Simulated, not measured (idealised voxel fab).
The process module presented herein is designated voxel gate over fins.
FYI the section here is cut, 220 nm wide, cells are 5 nm squares.
Throughout this document, each cross-section is represented as a grid of square cells and is presented as a sequence of bands enumerated from the top downward, where a band comprises one or more rows of cells.
It is stipulated that each band's entry specify, in nanometres, the height of the top of the band and then that of its bottom, followed by the materials of the band in left-to-right sequence, each together with its width in nanometres. A single material marked by the word "edge to edge" is understood to fill the band from edge to edge; the word "blank" is understood to denote empty space.
Height 0 is the level under which the wafer as received is all one material. The lowest band goes on downwards, as in "from 0 down".
The expression "30->40" gives the width at the extremes of the band, the first number at its top row of cells and the second at its bottom row, with the width changing by equal amounts from each row to the next in between.
"nothing different" (step): cross-section cells unchanged, all of them.
You'll see "Unvented internal voids" listing empty spaces that have no way open to the top, as long as they're 8 cells or more; the notation is width x height at distance, where the distance is from the left edge, and all of it is in nm.
Step line, after settings: the simulator's comment on this step.
A step line may carry the setting "overlay nm", which, for steps involving a mask, states the distance by which the mask lay to the right of its intended position; negative values denote displacement to the left.
-- Steps planned for the process
1: RECEIVE,material Si
2: CONFORMAL_DEP,material SiN,thk nm 10
3: DIRECTIONAL_DEP,material aC,thk nm 15
4: PATTERN,tone cover,mask id FINS,material resist,width nm 15,pitch nm 40,thk nm 35,overlay nm 0
5: DIRECTIONAL_ETCH,etch materials aC,depth nm 15
6: STRIP,etch materials resist
7: DIRECTIONAL_ETCH,etch materials SiN,depth nm 10
8: DIRECTIONAL_ETCH,etch materials Si,depth nm 40
9: STRIP,etch materials aC
10: OXIDIZE,depth nm 5
11: FILL_DEP,material SiO2,thk nm 5
12: CMP,height nm 10
13: SELECTIVE_ETCH,etch materials SiO2,depth nm 25
14: STRIP,etch materials SiN
15: CONFORMAL_DEP,material HfO2,thk nm 5
16: CONFORMAL_DEP,material TiN,thk nm 5
17: CONFORMAL_DEP,material TiAl,thk nm 5
18: CONFORMAL_DEP,material TiN,thk nm 5
19: FILL_DEP,material W,thk nm 15
20: CMP,height nm 30
21: CONFORMAL_DEP,material SiCN,thk nm 5
-- Wafer as received: cross-section following step 1
	from 0 down = Si edge to edge
	Unvented internal voids: none
-- Cross-sectional image of the first of two wafers at the end of the module, the run having proceeded as planned
	from 35 to 30 = SiCN edge to edge
	from 30 to 20 = W edge to edge
	from 20 to 15 = W: 25, then TiN: 165, then W: 30
	from 15 to 10 = W: 25, then TiN: 5, then TiAl: 35, then TiN: 5, then TiAl: 35, then TiN: 5, then TiAl: 35, then TiN: 5, then TiAl: 35, then TiN: 5, then W: 30
	from 10 to 5 = W: 25, then TiN: 5, then TiAl: 5, then TiN: 25, then TiAl: 5, then TiN: 5, then TiAl: 5, then TiN: 25, then TiAl: 5, then TiN: 5, then TiAl: 5, then TiN: 25, then TiAl: 5, then TiN: 5, then TiAl: 5, then TiN: 25, then TiAl: 5, then TiN: 5, then W: 30
	from 5 to 0 = TiN: 30, then TiAl: 5, then TiN: 5, then HfO2: 15, then TiN: 5, then TiAl: 5, then TiN: 5, then TiAl: 5, then TiN: 5, then HfO2: 15, then TiN: 5, then TiAl: 5, then TiN: 5, then TiAl: 5, then TiN: 5, then HfO2: 15, then TiN: 5, then TiAl: 5, then TiN: 5, then TiAl: 5, then TiN: 5, then HfO2: 15, then TiN: 5, then TiAl: 5, then TiN: 35
	from 0 to -5 = TiAl: 35, then TiN: 5, then HfO2: 5, then Si: 5, then HfO2: 5, then TiN: 5, then TiAl: 15, then TiN: 5, then HfO2: 5, then Si: 5, then HfO2: 5, then TiN: 5, then TiAl: 15, then TiN: 5, then HfO2: 5, then Si: 5, then HfO2: 5, then TiN: 5, then TiAl: 15, then TiN: 5, then HfO2: 5, then Si: 5, then HfO2: 5, then TiN: 5, then TiAl: 40
	from -5 to -10 = TiN: 40, then HfO2: 5, then Si: 5, then HfO2: 5, then TiN: 25, then HfO2: 5, then Si: 5, then HfO2: 5, then TiN: 25, then HfO2: 5, then Si: 5, then HfO2: 5, then TiN: 25, then HfO2: 5, then Si: 5, then HfO2: 5, then TiN: 45
	from -10 to -15 = HfO2: 45, then Si: 5, then HfO2: 35, then Si: 5, then HfO2: 35, then Si: 5, then HfO2: 35, then Si: 5, then HfO2: 50
	from -15 to -45 = SiO2: 45, then Si: 5, then SiO2: 35, then Si: 5, then SiO2: 35, then Si: 5, then SiO2: 35, then Si: 5, then SiO2: 50
	from -45 down = Si edge to edge
	Unvented internal voids: none
-- This cross-section belongs to the second wafer of two at the end of the module; the start and the plan were shared with the first, and the run included one mistake
	from 35 to 30 = SiCN edge to edge
	from 30 to 20 = W edge to edge
	from 20 to 15 = W: 25, then TiN: 165, then W: 30
	from 15 to 10 = W: 25, then TiN: 5, then TiAl: 35, then TiN: 5, then TiAl: 35, then TiN: 5, then TiAl: 35, then TiN: 5, then TiAl: 35, then TiN: 5, then W: 30
	from 10 to 5 = W: 25, then TiN: 5, then TiAl: 5, then TiN: 25, then TiAl: 5, then TiN: 5, then TiAl: 5, then TiN: 25, then TiAl: 5, then TiN: 5, then TiAl: 5, then TiN: 25, then TiAl: 5, then TiN: 5, then TiAl: 5, then TiN: 25, then TiAl: 5, then TiN: 5, then W: 30
	from 5 to 0 = TiN: 30, then TiAl: 5, then TiN: 5, then HfO2: 15, then TiN: 5, then TiAl: 5, then TiN: 5, then TiAl: 5, then TiN: 5, then HfO2: 15, then TiN: 5, then TiAl: 5, then TiN: 5, then TiAl: 5, then TiN: 5, then HfO2: 15, then TiN: 5, then TiAl: 5, then TiN: 5, then TiAl: 5, then TiN: 5, then HfO2: 15, then TiN: 5, then TiAl: 5, then TiN: 35
	from 0 to -5 = TiAl: 35, then TiN: 5, then HfO2: 5, then Si: 5, then HfO2: 5, then TiN: 5, then TiAl: 15, then TiN: 5, then HfO2: 5, then Si: 5, then HfO2: 5, then TiN: 5, then TiAl: 15, then TiN: 5, then HfO2: 5, then Si: 5, then HfO2: 5, then TiN: 5, then TiAl: 15, then TiN: 5, then HfO2: 5, then Si: 5, then HfO2: 5, then TiN: 5, then TiAl: 40
	from -5 to -10 = TiN: 40, then HfO2: 5, then Si: 5, then HfO2: 5, then TiN: 25, then HfO2: 5, then Si: 5, then HfO2: 5, then TiN: 25, then HfO2: 5, then Si: 5, then HfO2: 5, then TiN: 25, then HfO2: 5, then Si: 5, then HfO2: 5, then TiN: 45
	from -10 to -15 = HfO2: 45, then Si: 5, then HfO2: 35, then Si: 5, then HfO2: 35, then Si: 5, then HfO2: 35, then Si: 5, then HfO2: 50
	from -15 to -50 = SiO2: 45, then Si: 5, then SiO2: 35, then Si: 5, then SiO2: 35, then Si: 5, then SiO2: 35, then Si: 5, then SiO2: 50
	from -50 down = Si edge to edge
	Unvented internal voids: none
Here's what went sideways: heads up, step 8 didn't go per plan, it actually ran as DIRECTIONAL_ETCH,etch materials Si,depth nm 45
End check, counted in cells, second wafer has more or fewer of these materials than the first: -40 Si, +40 SiO2
